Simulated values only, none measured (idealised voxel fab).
Presented below is a process module, voxel self aligned vias.
Pictured: cross-section cut, 220 nm wide, on a grid of 5 nm square cells.
Throughout this document, each cross-section is represented as a grid of square cells and is presented as a sequence of bands enumerated from the top downward, where a band comprises one or more rows of cells. First you get the band's top height and its bottom height, in nm, and then the materials it's made of, left to right, with each width in nm. If you see a single material with "full width", that one covers the band edge to edge. "air" is empty space. Heads up on the height convention: 0 is the point under which the incoming wafer is all one material, and the lowest band has no bottom, it just keeps going down, like "from 0 down". Per-row width for "30 to 40": begins at first number (top row of band), ends at second number (bottom row), increment between rows held constant. Any step labelled "changes: none" changed none of the cells in the cross-section. "Completely enclosed voids" - sealed voids, min. 8 cells, no opening to top; format: width x height at distance (distance from left edge; nm throughout). Where a step's line continues beyond its settings, the continuation is a remark by the simulator itself on that step. When a step includes a mask, the "overlay nm" setting on its line states how far to the right of its planned place that mask lay, and negative values state how far to the left.

### Set out below are the planned steps of the process
1: RECEIVE,material Si
2: CONFORMAL_DEP,material SiO2,thk nm 10
3: CONFORMAL_DEP,material SiCN,thk nm 5
4: DIRECTIONAL_DEP,material SiO2,thk nm 20
5: MASKED_ETCH,tone open,mask id LINES,width nm 20,pitch nm 60,etch materials SiO2,depth nm 20,overlay nm 0
6: CONFORMAL_DEP,material TiN,thk nm 5
7: FILL_DEP,material W,thk nm 5
8: CMP,height nm 35
9: SELECTIVE_ETCH,etch materials W Ru TiN,depth nm 5
10: FILL_DEP,material SiN,thk nm 5
11: CMP,height nm 35
12: DIRECTIONAL_DEP,material SiO2,thk nm 15
13: DIRECTIONAL_DEP,material aC,thk nm 15
14: PATTERN,tone open,mask id VIAS,material resist,width nm 40,pitch nm 120,thk nm 30,overlay nm 0
15: DIRECTIONAL_ETCH,etch materials aC,depth nm 15
16: STRIP,etch materials resist
17: DIRECTIONAL_ETCH,etch materials SiO2,depth nm 15
18: DIRECTIONAL_ETCH,etch materials SiN,depth nm 10
19: STRIP,etch materials aC
20: CONFORMAL_DEP,material TiN,thk nm 5
21: FILL_DEP,material W,thk nm 5
22: CMP,height nm 50
23: CONFORMAL_DEP,material SiCN,thk nm 5
varied across the wafers: depth nm of step 9. The plan shows the first wafer's value. All wafers start alike

### Received condition of the first of several wafers, sectioned: post-step 1
    from 0 down: Si full width
    Completely enclosed voids: none

### End of module: cross-section of the first of several wafers after step 23, the last step
    from 55 to 50: SiCN full width
    from 50 to 40: SiO2=30; TiN=5; W=30; TiN=5; SiO2=80; TiN=5; W=30; TiN=5; SiO2=30
    from 40 to 35: SiO2=30; TiN=15; W=10; TiN=15; SiO2=80; TiN=15; W=10; TiN=15; SiO2=30
    from 35 to 30: SiO2=40; TiN=20; SiO2=40; SiN=20; SiO2=40; TiN=20; SiO2=40
    from 30 to 20: SiO2=40; TiN=5; W=10; TiN=5; SiO2=40; TiN=5; W=10; TiN=5; SiO2=40; TiN=5; W=10; TiN=5; SiO2=40
    from 20 to 15: SiO2=40; TiN=20; SiO2=40; TiN=20; SiO2=40; TiN=20; SiO2=40
    from 15 to 10: SiCN full width
    from 10 to 0: SiO2 full width
    from 0 down: Si full width
    Completely enclosed voids: none

### Showing the last wafer in cross-section at the end of the module
    from 55 to 50: SiCN full width
    from 50 to 40: SiO2=30; TiN=5; W=30; TiN=5; SiO2=80; TiN=5; W=30; TiN=5; SiO2=30
    from 40 to 35: SiO2=30; TiN=15; W=10; TiN=15; SiO2=80; TiN=15; W=10; TiN=15; SiO2=30
    from 35 to 30: SiO2=40; TiN=5; W=10; TiN=5; SiO2=40; SiN=20; SiO2=40; TiN=5; W=10; TiN=5; SiO2=40
    from 30 to 25: SiO2=40; TiN=20; SiO2=40; SiN=20; SiO2=40; TiN=20; SiO2=40
    from 25 to 15: SiO2=40; SiN=20; SiO2=40; SiN=20; SiO2=40; SiN=20; SiO2=40
    from 15 to 10: SiCN full width
    from 10 to 0: SiO2 full width
    from 0 down: Si full width
    Completely enclosed voids: none

### So in this table every wafer gets its own row, and what you see is where it stands at the end of the module: for each material, how many cells it picked up (+) or gave up (-) since we received it, and after that its closed voids
depth nm 5 | +88 SiCN | +4 SiN | +300 SiO2 | +52 TiN | +40 W | Completely enclosed voids: none
depth nm 10 | +88 SiCN | +8 SiN | +300 SiO2 | +50 TiN | +38 W | Completely enclosed voids: none
depth nm 15 | +88 SiCN | +20 SiN | +300 SiO2 | +44 TiN | +32 W | Completely enclosed voids: none
depth nm 20 | +88 SiCN | +32 SiN | +300 SiO2 | +32 TiN | +32 W | Completely enclosed voids: none
depth nm 25 | +88 SiCN | +32 SiN | +300 SiO2 | +32 TiN | +32 W | Completely enclosed voids: none
